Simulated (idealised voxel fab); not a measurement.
The document below concerns the process module designated voxel local oxidation.
It is cross-section cut that appears here, measuring 215 nm in width, its square cells being 5 nm in size.
A cross-section is written here as square cells arranged in a grid, and it is given in bands from the top down, each band taking up one or more rows of cells. Per band: top height and bottom height in nm, followed by the left-to-right materials and their widths in nm; "full width" marks a single material spanning edge to edge, "air" marks empty space. Where do heights start? At 0: under that level the wafer as delivered is made of one material only. And the lowest band has no floor; it just carries on downward, as in "0 and below". The expression "30 to 40" gives the width at the extremes of the band, the first number at its top row of cells and the second at its bottom row, with the width changing by equal amounts from each row to the next in between. No cell of the cross-section changed in a step that is given as "remains unaltered". Closed empty spaces (no open way to the top) of 8 cells or more are what "Entrapped voids" lists, each as width x height at distance from the left edge, nm for all three. Text after the settings on a step's line: the simulator's own remark on that step. overlay nm: for a step with a mask, the amount by which the mask lay right of where it was planned; a negative amount means left of it.
### Listed below are the process steps as planned
1,RECEIVE with material Si
2,CONFORMAL_DEP with material SiO2, thk nm 5
3,CONFORMAL_DEP with material SiN, thk nm 10
4,MASKED_ETCH with tone cover, mask id ACTIVE, width nm 90, etch materials SiN, depth nm 10, overlay nm 0
5,SELECTIVE_ETCH with etch materials SiO2, depth nm 5
6,OXIDIZE with depth nm 10
7,STRIP with etch materials SiN
### Cross-section: wafer on arrival = after step 1
	0 and below | Si full width
	Entrapped voids: none
### Cross-sectional result after module completion. Note: starting condition and plan are unchanged from above; one processing mistake was made
	5 down to 0 | air=55 | SiO2=80 | air=80
	0 down to -10 | SiO2=65 | Si=60 | SiO2=90
	-10 and below | Si full width
	Entrapped voids: none
Here's what went sideways: off-plan run, step 4, actual operation and settings MASKED_ETCH with tone cover, mask id ACTIVE, width nm 90, etch materials SiN, depth nm 10, overlay nm -10
